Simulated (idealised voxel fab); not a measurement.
Name of the process module below: voxel trench capacitor
The width of the displayed cross-section, cut, is 245 nm; its cells are square, with a size of 5 nm.
Cross-sections here: square-cell grids, written as top-down lists of bands, a band being one or more rows of cells. In this notation a band is specified by the heights of its top and bottom, in that order and in nm, after which its materials appear from left to right, each paired with its width in nm. The word "throughout" attached to a single material means that material fills the band from edge to edge; the word "blank" stands for empty space. We count height from 0. Below that, the starting wafer is all one material. The lowest band never ends at the bottom but goes on down; see "top 0, no bottom" for how that is written. Note: "30->40" means the width goes from the first number (top row of the band) to the second number (bottom row) in equal steps per row of cells. You'll sometimes find "remains unaltered" written for a step, and that's the way of saying that nowhere in the cross-section did a cell change during that step. Basically, "Non-vented voids" tells you about the enclosed voids: empty spaces with no open way to the top, 8 cells or bigger, each written width x height at distance, where distance is from the left edge, all in nm. Formally, on a step line, whatever follows the settings is a remark that the simulator itself makes on the step. Each step line may optionally specify "overlay nm", which for a step with a mask gives the rightward distance between the mask's planned place and where it lay, a negative value indicating the leftward direction.
The steps planned for the process are as follows:
1 RECEIVE [material Si]
2 CONFORMAL_DEP [material SiN] [thk nm 10]
3 DIRECTIONAL_DEP [material aC] [thk nm 15]
4 PATTERN [tone open] [mask id TRENCH] [material resist] [width nm 15] [pitch nm 40] [thk nm 35] [overlay nm 0]
5 DIRECTIONAL_ETCH [etch materials aC] [depth nm 15]
6 STRIP [etch materials resist]
7 DIRECTIONAL_ETCH [etch materials SiN] [depth nm 10]
8 DIRECTIONAL_ETCH [etch materials Si] [depth nm 30]
9 STRIP [etch materials aC]
10 CONFORMAL_DEP [material Al2O3] [thk nm 5]
11 FILL_DEP [material polySi] [thk nm 10]
12 CMP [height nm 10]
The value of width nm given for step 4 in the plan refers to the first wafer; the wafers vary in this setting and are alike at the start.
The first of several wafers, as received after step 1, seen in section:
> top 0, no bottom: Si throughout
> Non-vented voids: none
Take any row and you have a wafer at the end of the module: how many cells of each material it has gained (+) or lost (-) since it was received, and then its closed voids:
width nm 15; +34 Al2O3; -36 Si; +86 SiN; +14 polySi; Non-vented voids: none
width nm 20; +36 Al2O3; -48 Si; +82 SiN; +28 polySi; Non-vented voids: none
width nm 25; +38 Al2O3; -60 Si; +78 SiN; +42 polySi; Non-vented voids: none
